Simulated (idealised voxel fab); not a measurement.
process module | voxel released beams
cross-section cut | 160 nm wide | cells 5 nm
A cross-section is a grid of square cells, given in bands from the top down. A band is one or more rows of cells.
Each band's line starts with the height of the band's top and of its bottom, in nm. Then come its materials from left to right, each with its width in nm. One material with "throughout" fills the band from edge to edge. "air" is empty space.
Height 0 is the level under which the wafer as received is all one material. The lowest band goes on downwards, as in "0 down".
A width such as "30 to 40" changes by the same amount from each row of cells to the next, from the band's top row to its bottom row.
"no change" after a step means that no cell of the cross-section changed.
closed voids: empty space of 8 cells or more with no open way to the top, each as width x height at its distance from the left edge, in nm
after a step's settings: what the simulator itself notes on the step
overlay nm, on a step with a mask: how far to the right of its planned place the mask lay; to the left if negative
plan
1 op RECEIVE | material Si
2 op CONFORMAL_DEP | material Al2O3 | thk nm 5
3 op DIRECTIONAL_DEP | material SiO2 | thk nm 10
4 op DIRECTIONAL_DEP | material aC | thk nm 15
5 op PATTERN | tone open | mask id ANCHOR | material resist | width nm 25 | thk nm 30 | overlay nm 0
6 op DIRECTIONAL_ETCH | etch materials aC | depth nm 15
7 op STRIP | etch materials resist
8 op DIRECTIONAL_ETCH | etch materials SiO2 | depth nm 10
9 op STRIP | etch materials aC
10 op CONFORMAL_DEP | material polySi | thk nm 10
11 op DIRECTIONAL_DEP | material aC | thk nm 10
12 op PATTERN | tone cover | mask id BEAM | material resist | width nm 85 | thk nm 25 | overlay nm 0
13 op DIRECTIONAL_ETCH | etch materials aC | depth nm 10
14 op STRIP | etch materials resist
15 op DIRECTIONAL_ETCH | etch materials polySi | depth nm 10
16 op STRIP | etch materials aC
17 op STRIP | etch materials SiO2
as received, after step 1
  0 down: Si throughout
  closed voids: none
a wafer at the end: this start, this plan, one mistake
  40 to 30: air 35 | polySi 85 | air 40
  30 to 15: polySi throughout
  15 to 5: SiO2 throughout
  5 to 0: Al2O3 throughout
  0 down: Si throughout
  closed voids: none
what went wrong: step 4 ran as: op DIRECTIONAL_DEP | material polySi | thk nm 15
